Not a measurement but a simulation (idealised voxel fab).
process module | voxel transistor to metal
cross-section cut | 200 nm wide | cells 5 nm
A cross-section is a grid of square cells, given in bands from the top down. A band is one or more rows of cells.
Each band's line starts with the height of the band's top and of its bottom, in nm. Then come its materials from left to right, each with its width in nm. One material with "throughout" fills the band from edge to edge. "air" is empty space.
Height 0 is the level under which the wafer as received is all one material. The lowest band goes on downwards, as in "0 down".
A width such as "30 to 40" changes by the same amount from each row of cells to the next, from the band's top row to its bottom row.
"no change" after a step means that no cell of the cross-section changed.
closed voids: empty space of 8 cells or more with no open way to the top, each as width x height at its distance from the left edge, in nm
after a step's settings: what the simulator itself notes on the step
overlay nm, on a step with a mask: how far to the right of its planned place the mask lay; to the left if negative
plan
1 op RECEIVE | material Si
2 op CONFORMAL_DEP | material SiO2 | thk nm 5
3 op CONFORMAL_DEP | material SiN | thk nm 15
4 op PATTERN | tone cover | mask id ACTIVE | material resist | width nm 100 | thk nm 15 | overlay nm 0
5 op DIRECTIONAL_ETCH | etch materials SiN | depth nm 15
6 op DIRECTIONAL_ETCH | etch materials SiO2 | depth nm 5
7 op DIRECTIONAL_ETCH | etch materials Si | depth nm 35
8 op STRIP | etch materials resist
9 op FILL_DEP | material SiO2 | thk nm 15
10 op CMP | height nm 20
11 op SELECTIVE_ETCH | etch materials SiO2 | depth nm 5
12 op STRIP | etch materials SiN
13 op SELECTIVE_ETCH | etch materials SiO2 | depth nm 5
14 op OXIDIZE | depth nm 5
15 op DIRECTIONAL_DEP | material polySi | thk nm 30
16 op DIRECTIONAL_DEP | material SiCN | thk nm 10
17 op PATTERN | tone cover | mask id GATE | material resist | width nm 20 | thk nm 15 | overlay nm 0
18 op DIRECTIONAL_ETCH | etch materials SiCN | depth nm 20
19 op DIRECTIONAL_ETCH | etch materials polySi | depth nm 40
20 op STRIP | etch materials resist
21 op CONFORMAL_DEP | material SiO2 | thk nm 5
22 op DIRECTIONAL_ETCH | etch materials SiO2 | depth nm 5
23 op CONFORMAL_DEP | material SiN | thk nm 5
24 op DIRECTIONAL_ETCH | etch materials SiN | depth nm 5
25 op DIRECTIONAL_ETCH | etch materials SiO2 | depth nm 5
26 op DIRECTIONAL_ETCH | etch materials Si | depth nm 15
27 op EPI | material SiGe | thk nm 15
28 op FILL_DEP | material SiO2 | thk nm 5
29 op CMP | height nm 40
30 op DIRECTIONAL_DEP | material SiO2 | thk nm 15
31 op MASKED_ETCH | tone open | mask id CONTACT | width nm 20 | pitch nm 70 | etch materials SiO2 | depth nm 45 | overlay nm 0
32 op CONFORMAL_DEP | material TiN | thk nm 5
33 op FILL_DEP | material W | thk nm 10
34 op CMP | height nm 55
35 op DIRECTIONAL_DEP | material TiN | thk nm 5
36 op DIRECTIONAL_DEP | material Ru | thk nm 20
37 op DIRECTIONAL_DEP | material aC | thk nm 15
38 op PATTERN | tone cover | mask id METAL_1 | material resist | width nm 20 | pitch nm 70 | thk nm 30 | overlay nm 0
39 op DIRECTIONAL_ETCH | etch materials aC | depth nm 15
40 op STRIP | etch materials resist
41 op DIRECTIONAL_ETCH | etch materials Ru | depth nm 20
42 op DIRECTIONAL_ETCH | etch materials TiN | depth nm 5
43 op STRIP | etch materials aC
44 op FILL_DEP | material lowk | thk nm 10
45 op CMP | height nm 80
46 op CONFORMAL_DEP | material SiCN | thk nm 5
47 op DIRECTIONAL_DEP | material SiO2 | thk nm 30
48 op PATTERN | tone open | mask id METAL_2_HOLES | material resist | width nm 15 | pitch nm 70 | thk nm 20 | overlay nm 0
49 op DIRECTIONAL_ETCH | etch materials SiO2 | depth nm 30
50 op STRIP | etch materials resist
51 op DIRECTIONAL_DEP | material aC | thk nm 15
52 op PATTERN | tone open | mask id METAL_2 | material resist | width nm 20 | pitch nm 70 | thk nm 30 | overlay nm 0
53 op DIRECTIONAL_ETCH | etch materials aC | depth nm 15
54 op STRIP | etch materials resist
55 op DIRECTIONAL_ETCH | etch materials SiO2 | depth nm 15
56 op DIRECTIONAL_ETCH | etch materials SiCN | depth nm 5
57 op STRIP | etch materials aC
58 op CONFORMAL_DEP | material TiN | thk nm 5
59 op FILL_DEP | material Cu | thk nm 10
60 op CMP | height nm 115
61 op CONFORMAL_DEP | material SiN | thk nm 5
first wafer, as planned
as received, after step 1
  0 down: Si throughout
  closed voids: none
after step 2
  5 to 0: SiO2 throughout
  below 0: unchanged
after step 3
  20 to 5: SiN throughout
  below 5: unchanged
after step 4
  35 to 20: air 50 | resist 100 | air 50
  below 20: unchanged
after step 5
  35 to 20: air 50 | resist 100 | air 50
  20 to 5: air 50 | SiN 100 | air 50
  below 5: unchanged
after step 6
  35 to 20: air 50 | resist 100 | air 50
  20 to 5: air 50 | SiN 100 | air 50
  5 to 0: air 50 | SiO2 100 | air 50
  below 0: unchanged
after step 7
  35 to 20: air 50 | resist 100 | air 50
  20 to 5: air 50 | SiN 100 | air 50
  5 to 0: air 50 | SiO2 100 | air 50
  0 to -35: air 50 | Si 100 | air 50
  below -35: unchanged
after step 8
  20 to 5: air 50 | SiN 100 | air 50
  below 5: unchanged
after step 9
  35 to 20: SiO2 throughout
  20 to 5: SiO2 50 | SiN 100 | SiO2 50
  5 to 0: SiO2 throughout
  0 to -35: SiO2 50 | Si 100 | SiO2 50
  below -35: unchanged
after step 10
  20 to 5: SiO2 50 | SiN 100 | SiO2 50
  below 5: unchanged
after step 11
  20 to 15: air 50 | SiN 100 | air 50
  below 15: unchanged
after step 12
  15 to 5: SiO2 50 | air 100 | SiO2 50
  below 5: unchanged
after step 13
  10 to 0: SiO2 45 | air 110 | SiO2 45
  below 0: unchanged
after step 14
  10 to 0: SiO2 45 | air 110 | SiO2 45
  0 to -5: SiO2 throughout
  below -5: unchanged
after step 15
  40 to 30: polySi 45 | air 110 | polySi 45
  30 to 10: polySi throughout
  10 to 0: SiO2 45 | polySi 110 | SiO2 45
  below 0: unchanged
after step 16
  50 to 40: SiCN 45 | air 110 | SiCN 45
  40 to 30: polySi 45 | SiCN 110 | polySi 45
  below 30: unchanged
after step 17
  65 to 50: air 90 | resist 20 | air 90
  50 to 40: SiCN 45 | air 45 | resist 20 | air 45 | SiCN 45
  below 40: unchanged
after step 18
  65 to 40: air 90 | resist 20 | air 90
  40 to 30: polySi 45 | air 45 | SiCN 20 | air 45 | polySi 45
  below 30: unchanged
after step 19
  65 to 40: air 90 | resist 20 | air 90
  40 to 30: air 90 | SiCN 20 | air 90
  30 to 10: air 90 | polySi 20 | air 90
  10 to 0: SiO2 45 | air 45 | polySi 20 | air 45 | SiO2 45
  below 0: unchanged
after step 20
  40 to 30: air 90 | SiCN 20 | air 90
  below 30: unchanged
after step 21
  45 to 40: air 85 | SiO2 30 | air 85
  40 to 30: air 85 | SiO2 5 | SiCN 20 | SiO2 5 | air 85
  30 to 15: air 85 | SiO2 5 | polySi 20 | SiO2 5 | air 85
  15 to 5: SiO2 50 | air 35 | SiO2 5 | polySi 20 | SiO2 5 | air 35 | SiO2 50
  5 to 0: SiO2 90 | polySi 20 | SiO2 90
  below 0: unchanged
after step 22
  40 to 30: air 85 | SiO2 5 | SiCN 20 | SiO2 5 | air 85
  30 to 10: air 85 | SiO2 5 | polySi 20 | SiO2 5 | air 85
  10 to 0: SiO2 50 | air 35 | SiO2 5 | polySi 20 | SiO2 5 | air 35 | SiO2 50
  below 0: unchanged
after step 23
  45 to 40: air 80 | SiN 40 | air 80
  40 to 30: air 80 | SiN 5 | SiO2 5 | SiCN 20 | SiO2 5 | SiN 5 | air 80
  30 to 15: air 80 | SiN 5 | SiO2 5 | polySi 20 | SiO2 5 | SiN 5 | air 80
  15 to 10: SiN 55 | air 25 | SiN 5 | SiO2 5 | polySi 20 | SiO2 5 | SiN 5 | air 25 | SiN 55
  10 to 5: SiO2 50 | SiN 5 | air 25 | SiN 5 | SiO2 5 | polySi 20 | SiO2 5 | SiN 5 | air 25 | SiN 5 | SiO2 50
  5 to 0: SiO2 50 | SiN 35 | SiO2 5 | polySi 20 | SiO2 5 | SiN 35 | SiO2 50
  below 0: unchanged
after step 24
  40 to 30: air 80 | SiN 5 | SiO2 5 | SiCN 20 | SiO2 5 | SiN 5 | air 80
  30 to 10: air 80 | SiN 5 | SiO2 5 | polySi 20 | SiO2 5 | SiN 5 | air 80
  10 to 0: SiO2 50 | SiN 5 | air 25 | SiN 5 | SiO2 5 | polySi 20 | SiO2 5 | SiN 5 | air 25 | SiN 5 | SiO2 50
  below 0: unchanged
after step 25
  40 to 35: air 80 | SiN 5 | air 5 | SiCN 20 | air 5 | SiN 5 | air 80
  35 to 30: air 80 | SiN 5 | SiO2 5 | SiCN 20 | SiO2 5 | SiN 5 | air 80
  30 to 10: air 80 | SiN 5 | SiO2 5 | polySi 20 | SiO2 5 | SiN 5 | air 80
  10 to 5: air 50 | SiN 5 | air 25 | SiN 5 | SiO2 5 | polySi 20 | SiO2 5 | SiN 5 | air 25 | SiN 5 | air 50
  5 to 0: SiO2 50 | SiN 5 | air 25 | SiN 5 | SiO2 5 | polySi 20 | SiO2 5 | SiN 5 | air 25 | SiN 5 | SiO2 50
  0 to -5: SiO2 55 | air 25 | SiO2 40 | air 25 | SiO2 55
  below -5: unchanged
after step 26
  40 to 35: air 80 | SiN 5 | air 5 | SiCN 20 | air 5 | SiN 5 | air 80
  35 to 30: air 80 | SiN 5 | SiO2 5 | SiCN 20 | SiO2 5 | SiN 5 | air 80
  30 to 10: air 80 | SiN 5 | SiO2 5 | polySi 20 | SiO2 5 | SiN 5 | air 80
  10 to 5: air 50 | SiN 5 | air 25 | SiN 5 | SiO2 5 | polySi 20 | SiO2 5 | SiN 5 | air 25 | SiN 5 | air 50
  5 to 0: SiO2 50 | SiN 5 | air 25 | SiN 5 | SiO2 5 | polySi 20 | SiO2 5 | SiN 5 | air 25 | SiN 5 | SiO2 50
  0 to -5: SiO2 55 | air 25 | SiO2 40 | air 25 | SiO2 55
  -5 to -20: SiO2 50 | Si 5 | air 25 | Si 40 | air 25 | Si 5 | SiO2 50
  below -20: unchanged
after step 27
  40 to 35: air 80 | SiN 5 | air 5 | SiCN 20 | air 5 | SiN 5 | air 80
  35 to 30: air 80 | SiN 5 | SiO2 5 | SiCN 20 | SiO2 5 | SiN 5 | air 80
  30 to 10: air 80 | SiN 5 | SiO2 5 | polySi 20 | SiO2 5 | SiN 5 | air 80
  10 to 5: air 50 | SiN 5 | SiGe 25 | SiN 5 | SiO2 5 | polySi 20 | SiO2 5 | SiN 5 | SiGe 25 | SiN 5 | air 50
  5 to 0: SiO2 50 | SiN 5 | SiGe 25 | SiN 5 | SiO2 5 | polySi 20 | SiO2 5 | SiN 5 | SiGe 25 | SiN 5 | SiO2 50
  0 to -5: SiO2 55 | SiGe 25 | SiO2 40 | SiGe 25 | SiO2 55
  -5 to -20: SiO2 50 | Si 5 | SiGe 25 | Si 40 | SiGe 25 | Si 5 | SiO2 50
  below -20: unchanged
after step 28
  45 to 40: SiO2 throughout
  40 to 30: SiO2 80 | SiN 5 | SiO2 5 | SiCN 20 | SiO2 5 | SiN 5 | SiO2 80
  30 to 10: SiO2 80 | SiN 5 | SiO2 5 | polySi 20 | SiO2 5 | SiN 5 | SiO2 80
  10 to 0: SiO2 50 | SiN 5 | SiGe 25 | SiN 5 | SiO2 5 | polySi 20 | SiO2 5 | SiN 5 | SiGe 25 | SiN 5 | SiO2 50
  below 0: unchanged
after step 29
  40 to 30: SiO2 80 | SiN 5 | SiO2 5 | SiCN 20 | SiO2 5 | SiN 5 | SiO2 80
  below 30: unchanged
after step 30
  55 to 40: SiO2 throughout
  below 40: unchanged
after step 31
  55 to 40: SiO2 55 | air 20 | SiO2 50 | air 20 | SiO2 55
  40 to 30: SiO2 55 | air 20 | SiO2 5 | SiN 5 | SiO2 5 | SiCN 20 | SiO2 5 | SiN 5 | SiO2 5 | air 20 | SiO2 55
  30 to 10: SiO2 55 | air 20 | SiO2 5 | SiN 5 | SiO2 5 | polySi 20 | SiO2 5 | SiN 5 | SiO2 5 | air 20 | SiO2 55
  below 10: unchanged
after step 32
  60 to 55: TiN 60 | air 10 | TiN 60 | air 10 | TiN 60
  55 to 40: SiO2 55 | TiN 5 | air 10 | TiN 5 | SiO2 50 | TiN 5 | air 10 | TiN 5 | SiO2 55
  40 to 30: SiO2 55 | TiN 5 | air 10 | TiN 5 | SiO2 5 | SiN 5 | SiO2 5 | SiCN 20 | SiO2 5 | SiN 5 | SiO2 5 | TiN 5 | air 10 | TiN 5 | SiO2 55
  30 to 15: SiO2 55 | TiN 5 | air 10 | TiN 5 | SiO2 5 | SiN 5 | SiO2 5 | polySi 20 | SiO2 5 | SiN 5 | SiO2 5 | TiN 5 | air 10 | TiN 5 | SiO2 55
  15 to 10: SiO2 55 | TiN 20 | SiO2 5 | SiN 5 | SiO2 5 | polySi 20 | SiO2 5 | SiN 5 | SiO2 5 | TiN 20 | SiO2 55
  below 10: unchanged
after step 33
  70 to 60: W throughout
  60 to 55: TiN 60 | W 10 | TiN 60 | W 10 | TiN 60
  55 to 40: SiO2 55 | TiN 5 | W 10 | TiN 5 | SiO2 50 | TiN 5 | W 10 | TiN 5 | SiO2 55
  40 to 30: SiO2 55 | TiN 5 | W 10 | TiN 5 | SiO2 5 | SiN 5 | SiO2 5 | SiCN 20 | SiO2 5 | SiN 5 | SiO2 5 | TiN 5 | W 10 | TiN 5 | SiO2 55
  30 to 15: SiO2 55 | TiN 5 | W 10 | TiN 5 | SiO2 5 | SiN 5 | SiO2 5 | polySi 20 | SiO2 5 | SiN 5 | SiO2 5 | TiN 5 | W 10 | TiN 5 | SiO2 55
  below 15: unchanged
after step 34
  55 to 40: SiO2 55 | TiN 5 | W 10 | TiN 5 | SiO2 50 | TiN 5 | W 10 | TiN 5 | SiO2 55
  below 40: unchanged
after step 35
  60 to 55: TiN throughout
  below 55: unchanged
after step 36
  80 to 60: Ru throughout
  below 60: unchanged
after step 37
  95 to 80: aC throughout
  below 80: unchanged
after step 38
  125 to 95: air 55 | resist 20 | air 50 | resist 20 | air 55
  below 95: unchanged
after step 39
  110 to 95: air 55 | resist 20 | air 50 | resist 20 | air 55
  95 to 80: air 55 | aC 20 | air 50 | aC 20 | air 55
  below 80: unchanged
after step 40
  95 to 80: air 55 | aC 20 | air 50 | aC 20 | air 55
  below 80: unchanged
after step 41
  95 to 80: air 55 | aC 20 | air 50 | aC 20 | air 55
  80 to 60: air 55 | Ru 20 | air 50 | Ru 20 | air 55
  below 60: unchanged
after step 42
  95 to 80: air 55 | aC 20 | air 50 | aC 20 | air 55
  80 to 60: air 55 | Ru 20 | air 50 | Ru 20 | air 55
  60 to 55: air 55 | TiN 20 | air 50 | TiN 20 | air 55
  below 55: unchanged
after step 43
  80 to 60: air 55 | Ru 20 | air 50 | Ru 20 | air 55
  below 60: unchanged
after step 44
  90 to 80: lowk throughout
  80 to 60: lowk 55 | Ru 20 | lowk 50 | Ru 20 | lowk 55
  60 to 55: lowk 55 | TiN 20 | lowk 50 | TiN 20 | lowk 55
  below 55: unchanged
after step 45
  80 to 60: lowk 55 | Ru 20 | lowk 50 | Ru 20 | lowk 55
  below 60: unchanged
after step 46
  85 to 80: SiCN throughout
  below 80: unchanged
after step 47
  115 to 85: SiO2 throughout
  below 85: unchanged
after step 48
  135 to 115: resist 55 | air 15 | resist 55 | air 15 | resist 60
  below 115: unchanged
after step 49
  135 to 115: resist 55 | air 15 | resist 55 | air 15 | resist 60
  115 to 85: SiO2 55 | air 15 | SiO2 55 | air 15 | SiO2 60
  below 85: unchanged
after step 50
  115 to 85: SiO2 55 | air 15 | SiO2 55 | air 15 | SiO2 60
  below 85: unchanged
after step 51
  130 to 115: aC 55 | air 15 | aC 55 | air 15 | aC 60
  115 to 100: SiO2 55 | air 15 | SiO2 55 | air 15 | SiO2 60
  100 to 85: SiO2 55 | aC 15 | SiO2 55 | aC 15 | SiO2 60
  below 85: unchanged
after step 52
  160 to 130: resist 55 | air 20 | resist 50 | air 20 | resist 55
  below 130: unchanged
after step 53
  145 to 130: resist 55 | air 20 | resist 50 | air 20 | resist 55
  130 to 115: aC 55 | air 20 | aC 50 | air 20 | aC 55
  115 to 85: SiO2 55 | air 15 | SiO2 55 | air 15 | SiO2 60
  below 85: unchanged
after step 54
  130 to 115: aC 55 | air 20 | aC 50 | air 20 | aC 55
  below 115: unchanged
after step 55
  130 to 115: aC 55 | air 20 | aC 50 | air 20 | aC 55
  115 to 100: SiO2 55 | air 20 | SiO2 50 | air 20 | SiO2 55
  below 100: unchanged
after step 56
  130 to 115: aC 55 | air 20 | aC 50 | air 20 | aC 55
  115 to 100: SiO2 55 | air 20 | SiO2 50 | air 20 | SiO2 55
  100 to 85: SiO2 55 | air 15 | SiO2 55 | air 15 | SiO2 60
  85 to 80: SiCN 55 | air 15 | SiCN 55 | air 15 | SiCN 60
  below 80: unchanged
after step 57
  115 to 100: SiO2 55 | air 20 | SiO2 50 | air 20 | SiO2 55
  below 100: unchanged
after step 58
  120 to 115: TiN 60 | air 10 | TiN 60 | air 10 | TiN 60
  115 to 105: SiO2 55 | TiN 5 | air 10 | TiN 5 | SiO2 50 | TiN 5 | air 10 | TiN 5 | SiO2 55
  105 to 100: SiO2 55 | TiN 5 | air 5 | TiN 10 | SiO2 50 | TiN 5 | air 5 | TiN 10 | SiO2 55
  100 to 85: SiO2 55 | TiN 5 | air 5 | TiN 5 | SiO2 55 | TiN 5 | air 5 | TiN 5 | SiO2 60
  85 to 80: SiCN 55 | TiN 15 | SiCN 55 | TiN 15 | SiCN 60
  below 80: unchanged
after step 59
  130 to 120: Cu throughout
  120 to 115: TiN 60 | Cu 10 | TiN 60 | Cu 10 | TiN 60
  115 to 105: SiO2 55 | TiN 5 | Cu 10 | TiN 5 | SiO2 50 | TiN 5 | Cu 10 | TiN 5 | SiO2 55
  105 to 100: SiO2 55 | TiN 5 | Cu 5 | TiN 10 | SiO2 50 | TiN 5 | Cu 5 | TiN 10 | SiO2 55
  100 to 85: SiO2 55 | TiN 5 | Cu 5 | TiN 5 | SiO2 55 | TiN 5 | Cu 5 | TiN 5 | SiO2 60
  below 85: unchanged
after step 60
  115 to 105: SiO2 55 | TiN 5 | Cu 10 | TiN 5 | SiO2 50 | TiN 5 | Cu 10 | TiN 5 | SiO2 55
  below 105: unchanged
after step 61
  120 to 115: SiN throughout
  below 115: unchanged
second wafer: like start, like plan, one mistake. Through step 21 it matches the first wafer
when step 22 should have ended
  40 to 30: air 90 | SiCN 20 | air 90
  30 to 0: air 85 | SiO2 5 | polySi 20 | SiO2 5 | air 85
  0 to -5: SiO2 50 | air 35 | SiO2 30 | air 35 | SiO2 50
  below -5: unchanged
when step 23 should have ended
  45 to 40: air 85 | SiN 30 | air 85
  40 to 30: air 85 to 80 | SiN 5 to 10 | SiCN 20 | SiN 5 to 10 | air 85 to 80
  30 to 5: air 80 | SiN 5 | SiO2 5 | polySi 20 | SiO2 5 | SiN 5 | air 80
  5 to 0: SiN 55 | air 25 | SiN 5 | SiO2 5 | polySi 20 | SiO2 5 | SiN 5 | air 25 | SiN 55
  0 to -5: SiO2 50 | SiN 35 | SiO2 30 | SiN 35 | SiO2 50
  below -5: unchanged
when step 24 should have ended
  40 to 30: air 85 | SiN 5 | SiCN 20 | SiN 5 | air 85
  30 to 0: air 80 | SiN 5 | SiO2 5 | polySi 20 | SiO2 5 | SiN 5 | air 80
  0 to -5: SiO2 50 | SiN 5 | air 25 | SiN 5 | SiO2 30 | SiN 5 | air 25 | SiN 5 | SiO2 50
  below -5: unchanged
when step 25 should have ended
  40 to 30: air 85 | SiN 5 | SiCN 20 | SiN 5 | air 85
  30 to 0: air 80 | SiN 5 | SiO2 5 | polySi 20 | SiO2 5 | SiN 5 | air 80
  0 to -5: air 50 | SiN 5 | air 25 | SiN 5 | SiO2 30 | SiN 5 | air 25 | SiN 5 | air 50
  below -5: unchanged
when step 26 should have ended
  40 to 30: air 85 | SiN 5 | SiCN 20 | SiN 5 | air 85
  30 to 0: air 80 | SiN 5 | SiO2 5 | polySi 20 | SiO2 5 | SiN 5 | air 80
  0 to -5: air 50 | SiN 5 | air 25 | SiN 5 | SiO2 30 | SiN 5 | air 25 | SiN 5 | air 50
  -5 to -20: SiO2 50 | Si 5 | air 25 | Si 40 | air 25 | Si 5 | SiO2 50
  below -20: unchanged
when step 27 should have ended
  40 to 30: air 85 | SiN 5 | SiCN 20 | SiN 5 | air 85
  30 to 10: air 80 | SiN 5 | SiO2 5 | polySi 20 | SiO2 5 | SiN 5 | air 80
  10 to 0: air 45 | SiGe 35 | SiN 5 | SiO2 5 | polySi 20 | SiO2 5 | SiN 5 | SiGe 35 | air 45
  0 to -5: air 45 | SiGe 5 | SiN 5 | SiGe 25 | SiN 5 | SiO2 30 | SiN 5 | SiGe 25 | SiN 5 | SiGe 5 | air 45
  -5 to -20: SiO2 50 | Si 5 | SiGe 25 | Si 40 | SiGe 25 | Si 5 | SiO2 50
  below -20: unchanged
when step 28 should have ended
  45 to 40: SiO2 throughout
  40 to 30: SiO2 85 | SiN 5 | SiCN 20 | SiN 5 | SiO2 85
  30 to 10: SiO2 80 | SiN 5 | SiO2 5 | polySi 20 | SiO2 5 | SiN 5 | SiO2 80
  10 to 0: SiO2 45 | SiGe 35 | SiN 5 | SiO2 5 | polySi 20 | SiO2 5 | SiN 5 | SiGe 35 | SiO2 45
  0 to -5: SiO2 45 | SiGe 5 | SiN 5 | SiGe 25 | SiN 5 | SiO2 30 | SiN 5 | SiGe 25 | SiN 5 | SiGe 5 | SiO2 45
  below -5: unchanged
when step 29 should have ended
  40 to 30: SiO2 85 | SiN 5 | SiCN 20 | SiN 5 | SiO2 85
  below 30: unchanged
when step 30 should have ended
  55 to 40: SiO2 throughout
  below 40: unchanged
when step 31 should have ended
  55 to 40: SiO2 55 | air 20 | SiO2 50 | air 20 | SiO2 55
  40 to 30: SiO2 55 | air 20 | SiO2 10 | SiN 5 | SiCN 20 | SiN 5 | SiO2 10 | air 20 | SiO2 55
  30 to 10: SiO2 55 | air 20 | SiO2 5 | SiN 5 | SiO2 5 | polySi 20 | SiO2 5 | SiN 5 | SiO2 5 | air 20 | SiO2 55
  below 10: unchanged
when step 32 should have ended
  60 to 55: TiN 60 | air 10 | TiN 60 | air 10 | TiN 60
  55 to 40: SiO2 55 | TiN 5 | air 10 | TiN 5 | SiO2 50 | TiN 5 | air 10 | TiN 5 | SiO2 55
  40 to 30: SiO2 55 | TiN 5 | air 10 | TiN 5 | SiO2 10 | SiN 5 | SiCN 20 | SiN 5 | SiO2 10 | TiN 5 | air 10 | TiN 5 | SiO2 55
  30 to 15: SiO2 55 | TiN 5 | air 10 | TiN 5 | SiO2 5 | SiN 5 | SiO2 5 | polySi 20 | SiO2 5 | SiN 5 | SiO2 5 | TiN 5 | air 10 | TiN 5 | SiO2 55
  15 to 10: SiO2 55 | TiN 20 | SiO2 5 | SiN 5 | SiO2 5 | polySi 20 | SiO2 5 | SiN 5 | SiO2 5 | TiN 20 | SiO2 55
  below 10: unchanged
when step 33 should have ended
  70 to 60: W throughout
  60 to 55: TiN 60 | W 10 | TiN 60 | W 10 | TiN 60
  55 to 40: SiO2 55 | TiN 5 | W 10 | TiN 5 | SiO2 50 | TiN 5 | W 10 | TiN 5 | SiO2 55
  40 to 30: SiO2 55 | TiN 5 | W 10 | TiN 5 | SiO2 10 | SiN 5 | SiCN 20 | SiN 5 | SiO2 10 | TiN 5 | W 10 | TiN 5 | SiO2 55
  30 to 15: SiO2 55 | TiN 5 | W 10 | TiN 5 | SiO2 5 | SiN 5 | SiO2 5 | polySi 20 | SiO2 5 | SiN 5 | SiO2 5 | TiN 5 | W 10 | TiN 5 | SiO2 55
  below 15: unchanged
when step 34 should have ended
  55 to 40: SiO2 55 | TiN 5 | W 10 | TiN 5 | SiO2 50 | TiN 5 | W 10 | TiN 5 | SiO2 55
  below 40: unchanged
when step 35 should have ended
  60 to 55: TiN throughout
  below 55: unchanged
when step 36 should have ended
  80 to 60: Ru throughout
  below 60: unchanged
when step 37 should have ended
  95 to 80: aC throughout
  below 80: unchanged
when step 38 should have ended
  125 to 95: air 55 | resist 20 | air 50 | resist 20 | air 55
  below 95: unchanged
when step 39 should have ended
  110 to 95: air 55 | resist 20 | air 50 | resist 20 | air 55
  95 to 80: air 55 | aC 20 | air 50 | aC 20 | air 55
  below 80: unchanged
when step 40 should have ended
  95 to 80: air 55 | aC 20 | air 50 | aC 20 | air 55
  below 80: unchanged
when step 41 should have ended
  95 to 80: air 55 | aC 20 | air 50 | aC 20 | air 55
  80 to 60: air 55 | Ru 20 | air 50 | Ru 20 | air 55
  below 60: unchanged
when step 42 should have ended
  95 to 80: air 55 | aC 20 | air 50 | aC 20 | air 55
  80 to 60: air 55 | Ru 20 | air 50 | Ru 20 | air 55
  60 to 55: air 55 | TiN 20 | air 50 | TiN 20 | air 55
  below 55: unchanged
when step 43 should have ended
  80 to 60: air 55 | Ru 20 | air 50 | Ru 20 | air 55
  below 60: unchanged
when step 44 should have ended
  90 to 80: lowk throughout
  80 to 60: lowk 55 | Ru 20 | lowk 50 | Ru 20 | lowk 55
  60 to 55: lowk 55 | TiN 20 | lowk 50 | TiN 20 | lowk 55
  below 55: unchanged
when step 45 should have ended
  80 to 60: lowk 55 | Ru 20 | lowk 50 | Ru 20 | lowk 55
  below 60: unchanged
when step 46 should have ended
  85 to 80: SiCN throughout
  below 80: unchanged
when step 47 should have ended
  115 to 85: SiO2 throughout
  below 85: unchanged
when step 48 should have ended
  135 to 115: resist 55 | air 15 | resist 55 | air 15 | resist 60
  below 115: unchanged
when step 49 should have ended
  135 to 115: resist 55 | air 15 | resist 55 | air 15 | resist 60
  115 to 85: SiO2 55 | air 15 | SiO2 55 | air 15 | SiO2 60
  below 85: unchanged
when step 50 should have ended
  115 to 85: SiO2 55 | air 15 | SiO2 55 | air 15 | SiO2 60
  below 85: unchanged
when step 51 should have ended
  130 to 115: aC 55 | air 15 | aC 55 | air 15 | aC 60
  115 to 100: SiO2 55 | air 15 | SiO2 55 | air 15 | SiO2 60
  100 to 85: SiO2 55 | aC 15 | SiO2 55 | aC 15 | SiO2 60
  below 85: unchanged
when step 52 should have ended
  160 to 130: resist 55 | air 20 | resist 50 | air 20 | resist 55
  below 130: unchanged
when step 53 should have ended
  145 to 130: resist 55 | air 20 | resist 50 | air 20 | resist 55
  130 to 115: aC 55 | air 20 | aC 50 | air 20 | aC 55
  115 to 85: SiO2 55 | air 15 | SiO2 55 | air 15 | SiO2 60
  below 85: unchanged
when step 54 should have ended
  130 to 115: aC 55 | air 20 | aC 50 | air 20 | aC 55
  below 115: unchanged
when step 55 should have ended
  130 to 115: aC 55 | air 20 | aC 50 | air 20 | aC 55
  115 to 100: SiO2 55 | air 20 | SiO2 50 | air 20 | SiO2 55
  below 100: unchanged
when step 56 should have ended
  130 to 115: aC 55 | air 20 | aC 50 | air 20 | aC 55
  115 to 100: SiO2 55 | air 20 | SiO2 50 | air 20 | SiO2 55
  100 to 85: SiO2 55 | air 15 | SiO2 55 | air 15 | SiO2 60
  85 to 80: SiCN 55 | air 15 | SiCN 55 | air 15 | SiCN 60
  below 80: unchanged
when step 57 should have ended
  115 to 100: SiO2 55 | air 20 | SiO2 50 | air 20 | SiO2 55
  below 100: unchanged
when step 58 should have ended
  120 to 115: TiN 60 | air 10 | TiN 60 | air 10 | TiN 60
  115 to 105: SiO2 55 | TiN 5 | air 10 | TiN 5 | SiO2 50 | TiN 5 | air 10 | TiN 5 | SiO2 55
  105 to 100: SiO2 55 | TiN 5 | air 5 | TiN 10 | SiO2 50 | TiN 5 | air 5 | TiN 10 | SiO2 55
  100 to 85: SiO2 55 | TiN 5 | air 5 | TiN 5 | SiO2 55 | TiN 5 | air 5 | TiN 5 | SiO2 60
  85 to 80: SiCN 55 | TiN 15 | SiCN 55 | TiN 15 | SiCN 60
  below 80: unchanged
when step 59 should have ended
  130 to 120: Cu throughout
  120 to 115: TiN 60 | Cu 10 | TiN 60 | Cu 10 | TiN 60
  115 to 105: SiO2 55 | TiN 5 | Cu 10 | TiN 5 | SiO2 50 | TiN 5 | Cu 10 | TiN 5 | SiO2 55
  105 to 100: SiO2 55 | TiN 5 | Cu 5 | TiN 10 | SiO2 50 | TiN 5 | Cu 5 | TiN 10 | SiO2 55
  100 to 85: SiO2 55 | TiN 5 | Cu 5 | TiN 5 | SiO2 55 | TiN 5 | Cu 5 | TiN 5 | SiO2 60
  below 85: unchanged
when step 60 should have ended
  115 to 105: SiO2 55 | TiN 5 | Cu 10 | TiN 5 | SiO2 50 | TiN 5 | Cu 10 | TiN 5 | SiO2 55
  below 105: unchanged
when step 61 should have ended
  120 to 115: SiN throughout
  below 115: unchanged
what went wrong: step 22 ran as: op DIRECTIONAL_ETCH | etch materials SiO2 | depth nm 15
at the end the second wafer has, in cells: 10 more of SiGe | 10 fewer of SiO2
